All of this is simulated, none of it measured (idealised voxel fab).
The document below concerns the process module designated voxel self aligned contacts.
Section shown: cut. Width: 225 nm. Cell size: 5 nm, square.
Cross-section format: a grid of square cells, given as bands from top to bottom; each band is one or more rows of cells. Per band: top height and bottom height in nm, followed by the left-to-right materials and their widths in nm; "throughout" marks a single material spanning edge to edge, "blank" marks empty space. Heights are reckoned from 0. Under this level, the received wafer is all of one material. The bottommost band is open-ended downward, for example "from 0 down". So if you see something like "30..40" for the width, read it as the top row of the band sitting at the first number and the bottom row at the second, with every row in between moving by the same amount as the last. Reading "same as before" for a step: not a cell of the cross-section changed in it. "Cavities, closed" - sealed voids, min. 8 cells, no opening to top; format: width x height at distance (distance from left edge; nm throughout). The remark found on a step's line after its settings is issued by the simulator itself and pertains to that step. When a step includes a mask, the "overlay nm" setting on its line states how far to the right of its planned place that mask lay, and negative values state how far to the left.

List of planned process steps:
1: RECEIVE | material Si
2: OXIDIZE | depth nm 5
3: DIRECTIONAL_DEP | material polySi | thk nm 30
4: DIRECTIONAL_DEP | material SiN | thk nm 20
5: PATTERN | tone cover | mask id GATE | material resist | width nm 35 | pitch nm 65 | thk nm 15 | overlay nm 0
6: DIRECTIONAL_ETCH | etch materials SiN | depth nm 20
7: DIRECTIONAL_ETCH | etch materials polySi | depth nm 30
8: STRIP | etch materials resist
9: CONFORMAL_DEP | material SiN | thk nm 5
10: DIRECTIONAL_ETCH | etch materials SiN | depth nm 5
11: FILL_DEP | material SiO2 | thk nm 15
12: CMP | height nm 60
13: DIRECTIONAL_DEP | material aC | thk nm 15
14: PATTERN | tone open | mask id CONTACT | material resist | width nm 50 | pitch nm 65 | thk nm 30 | overlay nm 0
15: DIRECTIONAL_ETCH | etch materials aC | depth nm 15
16: STRIP | etch materials resist
17: DIRECTIONAL_ETCH | etch materials SiO2 | depth nm 65
18: STRIP | etch materials aC
19: CONFORMAL_DEP | material TiN | thk nm 5
20: FILL_DEP | material W | thk nm 10
21: CMP | height nm 60
22: CONFORMAL_DEP | material SiN | thk nm 5

The following pertains to the first of two wafers, which was processed as planned:

Cross-sectional view of the wafer in its as-received condition, corresponding to the state after step 1:
* from 0 down  Si throughout
* Cavities, closed: none

Cross-section: wafer state after step 2:
* from 0 to -5  SiO2 throughout
* Anything lower than -5 is untouched.

Cross-section: wafer state after step 3:
* from 30 to 0  polySi throughout
* Anything lower than 0 is untouched.

Cross-section: wafer state after step 4:
* from 50 to 30  SiN throughout
* Anything lower than 30 is untouched.

Cross-section: wafer state after step 5:
* from 65 to 50  30 blank; 35 resist; 30 blank; 35 resist; 30 blank; 35 resist; 30 blank
* Anything lower than 50 is untouched.

Cross-section: wafer state after step 6:
* from 65 to 50  30 blank; 35 resist; 30 blank; 35 resist; 30 blank; 35 resist; 30 blank
* from 50 to 30  30 blank; 35 SiN; 30 blank; 35 SiN; 30 blank; 35 SiN; 30 blank
* Anything lower than 30 is untouched.

Cross-section: wafer state after step 7:
* from 65 to 50  30 blank; 35 resist; 30 blank; 35 resist; 30 blank; 35 resist; 30 blank
* from 50 to 30  30 blank; 35 SiN; 30 blank; 35 SiN; 30 blank; 35 SiN; 30 blank
* from 30 to 0  30 blank; 35 polySi; 30 blank; 35 polySi; 30 blank; 35 polySi; 30 blank
* Anything lower than 0 is untouched.

Cross-section: wafer state after step 8:
* from 50 to 30  30 blank; 35 SiN; 30 blank; 35 SiN; 30 blank; 35 SiN; 30 blank
* Anything lower than 30 is untouched.

Cross-section: wafer state after step 9:
* from 55 to 30  25 blank; 45 SiN; 20 blank; 45 SiN; 20 blank; 45 SiN; 25 blank
* from 30 to 5  25 blank; 5 SiN; 35 polySi; 5 SiN; 20 blank; 5 SiN; 35 polySi; 5 SiN; 20 blank; 5 SiN; 35 polySi; 5 SiN; 25 blank
* from 5 to 0  30 SiN; 35 polySi; 30 SiN; 35 polySi; 30 SiN; 35 polySi; 30 SiN
* Anything lower than 0 is untouched.

Cross-section: wafer state after step 10:
* from 50 to 30  25 blank; 45 SiN; 20 blank; 45 SiN; 20 blank; 45 SiN; 25 blank
* from 30 to 0  25 blank; 5 SiN; 35 polySi; 5 SiN; 20 blank; 5 SiN; 35 polySi; 5 SiN; 20 blank; 5 SiN; 35 polySi; 5 SiN; 25 blank
* Anything lower than 0 is untouched.

Cross-section: wafer state after step 11:
* from 65 to 50  SiO2 throughout
* from 50 to 30  25 SiO2; 45 SiN; 20 SiO2; 45 SiN; 20 SiO2; 45 SiN; 25 SiO2
* from 30 to 0  25 SiO2; 5 SiN; 35 polySi; 5 SiN; 20 SiO2; 5 SiN; 35 polySi; 5 SiN; 20 SiO2; 5 SiN; 35 polySi; 5 SiN; 25 SiO2
* Anything lower than 0 is untouched.

Cross-section: wafer state after step 12:
* from 60 to 50  SiO2 throughout
* Anything lower than 50 is untouched.

Cross-section: wafer state after step 13:
* from 75 to 60  aC throughout
* Anything lower than 60 is untouched.

Cross-section: wafer state after step 14:
* from 105 to 75  55 resist; 50 blank; 15 resist; 50 blank; 55 resist
* Anything lower than 75 is untouched.

Cross-section: wafer state after step 15:
* from 90 to 75  55 resist; 50 blank; 15 resist; 50 blank; 55 resist
* from 75 to 60  55 aC; 50 blank; 15 aC; 50 blank; 55 aC
* Anything lower than 60 is untouched.

Cross-section: wafer state after step 16:
* from 75 to 60  55 aC; 50 blank; 15 aC; 50 blank; 55 aC
* Anything lower than 60 is untouched.

Cross-section: wafer state after step 17:
* from 75 to 60  55 aC; 50 blank; 15 aC; 50 blank; 55 aC
* from 60 to 50  55 SiO2; 50 blank; 15 SiO2; 50 blank; 55 SiO2
* from 50 to 30  25 SiO2; 45 SiN; 20 blank; 45 SiN; 20 blank; 45 SiN; 25 SiO2
* from 30 to 0  25 SiO2; 5 SiN; 35 polySi; 5 SiN; 20 blank; 5 SiN; 35 polySi; 5 SiN; 20 blank; 5 SiN; 35 polySi; 5 SiN; 25 SiO2
* from 0 to -5  70 SiO2; 20 blank; 45 SiO2; 20 blank; 70 SiO2
* Anything lower than -5 is untouched.

Cross-section: wafer state after step 18:
* from 60 to 50  55 SiO2; 50 blank; 15 SiO2; 50 blank; 55 SiO2
* Anything lower than 50 is untouched.

Cross-section: wafer state after step 19:
* from 65 to 60  60 TiN; 40 blank; 25 TiN; 40 blank; 60 TiN
* from 60 to 50  55 SiO2; 5..20 TiN; 40..10 blank; 5..20 TiN; 15 SiO2; 5..20 TiN; 40..10 blank; 5..20 TiN; 55 SiO2
* from 50 to 30  25 SiO2; 45 SiN; 5 TiN; 10 blank; 5 TiN; 45 SiN; 5 TiN; 10 blank; 5 TiN; 45 SiN; 25 SiO2
* from 30 to 0  25 SiO2; 5 SiN; 35 polySi; 5 SiN; 5 TiN; 10 blank; 5 TiN; 5 SiN; 35 polySi; 5 SiN; 5 TiN; 10 blank; 5 TiN; 5 SiN; 35 polySi; 5 SiN; 25 SiO2
* from 0 to -5  70 SiO2; 20 TiN; 45 SiO2; 20 TiN; 70 SiO2
* Anything lower than -5 is untouched.

Cross-section: wafer state after step 20:
* from 75 to 65  W throughout
* from 65 to 60  60 TiN; 40 W; 25 TiN; 40 W; 60 TiN
* from 60 to 50  55 SiO2; 5..20 TiN; 40..10 W; 5..20 TiN; 15 SiO2; 5..20 TiN; 40..10 W; 5..20 TiN; 55 SiO2
* from 50 to 30  25 SiO2; 45 SiN; 5 TiN; 10 W; 5 TiN; 45 SiN; 5 TiN; 10 W; 5 TiN; 45 SiN; 25 SiO2
* from 30 to 0  25 SiO2; 5 SiN; 35 polySi; 5 SiN; 5 TiN; 10 W; 5 TiN; 5 SiN; 35 polySi; 5 SiN; 5 TiN; 10 W; 5 TiN; 5 SiN; 35 polySi; 5 SiN; 25 SiO2
* Anything lower than 0 is untouched.

Cross-section: wafer state after step 21:
* from 60 to 50  55 SiO2; 5..20 TiN; 40..10 W; 5..20 TiN; 15 SiO2; 5..20 TiN; 40..10 W; 5..20 TiN; 55 SiO2
* Anything lower than 50 is untouched.

Cross-section: wafer state after step 22:
* from 65 to 60  SiN throughout
* Anything lower than 60 is untouched.

Companion wafer, the second of two: same beginning, same intended sequence, one mistake in carrying it out; through step 3 inclusive it tracks the first exactly:

Here is the second wafer in cross-section at the point where step 4 of the plan should have been done:
* from 70 to 30  SiN throughout
* Anything lower than 30 is untouched.

Here is the second wafer in cross-section at the point where step 5 of the plan should have been done:
* from 85 to 70  30 blank; 35 resist; 30 blank; 35 resist; 30 blank; 35 resist; 30 blank
* Anything lower than 70 is untouched.

Here is the second wafer in cross-section at the point where step 6 of the plan should have been done:
* from 85 to 70  30 blank; 35 resist; 30 blank; 35 resist; 30 blank; 35 resist; 30 blank
* from 70 to 50  30 blank; 35 SiN; 30 blank; 35 SiN; 30 blank; 35 SiN; 30 blank
* Anything lower than 50 is untouched.

Here is the second wafer in cross-section at the point where step 7 of the plan should have been done: same as before

Here is the second wafer in cross-section at the point where step 8 of the plan should have been done:
* from 70 to 50  30 blank; 35 SiN; 30 blank; 35 SiN; 30 blank; 35 SiN; 30 blank
* Anything lower than 50 is untouched.

Here is the second wafer in cross-section at the point where step 9 of the plan should have been done:
* from 75 to 55  25 blank; 45 SiN; 20 blank; 45 SiN; 20 blank; 45 SiN; 25 blank
* from 55 to 30  SiN throughout
* Anything lower than 30 is untouched.

Here is the second wafer in cross-section at the point where step 10 of the plan should have been done:
* from 70 to 50  25 blank; 45 SiN; 20 blank; 45 SiN; 20 blank; 45 SiN; 25 blank
* Anything lower than 50 is untouched.

Here is the second wafer in cross-section at the point where step 11 of the plan should have been done:
* from 85 to 70  SiO2 throughout
* from 70 to 50  25 SiO2; 45 SiN; 20 SiO2; 45 SiN; 20 SiO2; 45 SiN; 25 SiO2
* Anything lower than 50 is untouched.

Here is the second wafer in cross-section at the point where step 12 of the plan should have been done:
* from 60 to 50  25 SiO2; 45 SiN; 20 SiO2; 45 SiN; 20 SiO2; 45 SiN; 25 SiO2
* Anything lower than 50 is untouched.

Here is the second wafer in cross-section at the point where step 13 of the plan should have been done:
* from 75 to 60  aC throughout
* Anything lower than 60 is untouched.

Here is the second wafer in cross-section at the point where step 14 of the plan should have been done:
* from 105 to 75  55 resist; 50 blank; 15 resist; 50 blank; 55 resist
* Anything lower than 75 is untouched.

Here is the second wafer in cross-section at the point where step 15 of the plan should have been done:
* from 90 to 75  55 resist; 50 blank; 15 resist; 50 blank; 55 resist
* from 75 to 60  55 aC; 50 blank; 15 aC; 50 blank; 55 aC
* Anything lower than 60 is untouched.

Here is the second wafer in cross-section at the point where step 16 of the plan should have been done:
* from 75 to 60  55 aC; 50 blank; 15 aC; 50 blank; 55 aC
* Anything lower than 60 is untouched.

Here is the second wafer in cross-section at the point where step 17 of the plan should have been done:
* from 75 to 60  55 aC; 50 blank; 15 aC; 50 blank; 55 aC
* from 60 to 50  25 SiO2; 45 SiN; 20 blank; 45 SiN; 20 blank; 45 SiN; 25 SiO2
* Anything lower than 50 is untouched.

Here is the second wafer in cross-section at the point where step 18 of the plan should have been done:
* from 60 to 50  25 SiO2; 45 SiN; 20 blank; 45 SiN; 20 blank; 45 SiN; 25 SiO2
* Anything lower than 50 is untouched.

Here is the second wafer in cross-section at the point where step 19 of the plan should have been done:
* from 65 to 60  75 TiN; 10 blank; 55 TiN; 10 blank; 75 TiN
* from 60 to 55  25 SiO2; 45 SiN; 5 TiN; 10 blank; 5 TiN; 45 SiN; 5 TiN; 10 blank; 5 TiN; 45 SiN; 25 SiO2
* from 55 to 50  25 SiO2; 45 SiN; 20 TiN; 45 SiN; 20 TiN; 45 SiN; 25 SiO2
* Anything lower than 50 is untouched.

Here is the second wafer in cross-section at the point where step 20 of the plan should have been done:
* from 75 to 65  W throughout
* from 65 to 60  75 TiN; 10 W; 55 TiN; 10 W; 75 TiN
* from 60 to 55  25 SiO2; 45 SiN; 5 TiN; 10 W; 5 TiN; 45 SiN; 5 TiN; 10 W; 5 TiN; 45 SiN; 25 SiO2
* Anything lower than 55 is untouched.

Here is the second wafer in cross-section at the point where step 21 of the plan should have been done:
* from 60 to 55  25 SiO2; 45 SiN; 5 TiN; 10 W; 5 TiN; 45 SiN; 5 TiN; 10 W; 5 TiN; 45 SiN; 25 SiO2
* Anything lower than 55 is untouched.

Here is the second wafer in cross-section at the point where step 22 of the plan should have been done:
* from 65 to 60  SiN throughout
* Anything lower than 60 is untouched.
Want to know what went wrong? step 4 of the plan was executed twice over
It is noted that, at the conclusion of processing, the second wafer exhibits a higher or lower cell count for certain materials relative to the first: SiN: 90 more | SiO2: 122 fewer | TiN: 56 fewer | W: 56 fewer | polySi: 144 more
